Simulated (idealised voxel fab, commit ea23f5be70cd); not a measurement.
process module | voxel trench capacitor
We display cut, a cross-section 185 nm in width whose square cells are each 5 nm.
When this document writes out a cross-section, it uses a grid of square cells and lists it as bands, beginning at the top and moving down, with a band standing for one or more rows of cells. Quick guide to a band line: top height, bottom height (nm) up front; then every material left to right with its width in nm. Only one material and it's marked "all across"? Then it fills the band edge to edge. And "empty" just means empty space. Counting heights begins at 0, where everything beneath is, in the wafer as received, one material. The lowest band has no bottom; it goes on downwards, as "0 down" shows. Top row gets the first number, bottom row gets the second, and each row in between changes by the same step: that is how a band width like "30->40" works. Where the words "changes: none" appear for a step, the cross-section shows no cell changed by that step; every cell remained as before. "Closed internal voids" - sealed voids, min. 8 cells, no opening to top; format: width x height at distance (distance from left edge; nm throughout). Post-settings text on a step line: simulator's own remark regarding the step. "overlay nm" answers the question of how far to the right of plan the mask lay on a step that has a mask, and when it is negative the answer is to the left.
[Here's what the planned process steps look like]
| 1 | RECEIVE: material Si |
| 2 | CONFORMAL_DEP: material SiN, thk nm 5 |
| 3 | DIRECTIONAL_DEP: material aC, thk nm 15 |
| 4 | PATTERN: tone open, mask id TRENCH, material resist, width nm 30, pitch nm 50, thk nm 35, overlay nm 0 |
| 5 | DIRECTIONAL_ETCH: etch materials aC, depth nm 15 |
| 6 | STRIP: etch materials resist |
| 7 | DIRECTIONAL_ETCH: etch materials SiN, depth nm 10 |
| 8 | DIRECTIONAL_ETCH: etch materials Si, depth nm 25 |
| 9 | STRIP: etch materials aC |
| 10 | CONFORMAL_DEP: material Al2O3, thk nm 5 |
| 11 | CONFORMAL_DEP: material TiN, thk nm 5 |
| 12 | FILL_DEP: material W, thk nm 5 |
| 13 | CMP: height nm 10 |
Quick note for whoever runs this: the wafers start identical, but the thk nm at step 2 isn't the same across them. The plan just shows what the first wafer had.
[First wafer of several, as received: cross-section after step 1]
0 down = Si all across
Closed internal voids: none
[Cross-section after step 13, the final step of the module, for the first of several wafers]
10 to 5 = 55 of Al2O3, then 5 of TiN, then 10 of W, then 5 of TiN, then 30 of Al2O3, then 5 of TiN, then 10 of W, then 5 of TiN, then 60 of Al2O3
5 to 0 = 50 of SiN, then 5 of Al2O3, then 5 of TiN, then 10 of W, then 5 of TiN, then 5 of Al2O3, then 20 of SiN, then 5 of Al2O3, then 5 of TiN, then 10 of W, then 5 of TiN, then 5 of Al2O3, then 55 of SiN
0 to -15 = 50 of Si, then 5 of Al2O3, then 5 of TiN, then 10 of W, then 5 of TiN, then 5 of Al2O3, then 20 of Si, then 5 of Al2O3, then 5 of TiN, then 10 of W, then 5 of TiN, then 5 of Al2O3, then 55 of Si
-15 to -20 = 50 of Si, then 5 of Al2O3, then 20 of TiN, then 5 of Al2O3, then 20 of Si, then 5 of Al2O3, then 20 of TiN, then 5 of Al2O3, then 55 of Si
-20 to -25 = 50 of Si, then 30 of Al2O3, then 20 of Si, then 30 of Al2O3, then 55 of Si
-25 down = Si all across
Closed internal voids: none
[X-section, last wafer, module end]
10 to 0 = SiN all across
0 down = Si all across
Closed internal voids: none
[Per wafer, end of module: cells gained (+) or lost (-) per material since receipt, then closed voids]
thk nm 5 | +61 Al2O3 | -60 Si | +25 SiN | +28 TiN | +20 W | Closed internal voids: none
thk nm 10 | +36 Al2O3 | -60 Si | +50 SiN | +28 TiN | +20 W | Closed internal voids: none
thk nm 15 | +12 Al2O3 | +62 SiN | Closed internal voids: none
thk nm 20 | +74 SiN | Closed internal voids: none
thk nm 25 | +74 SiN | Closed internal voids: none
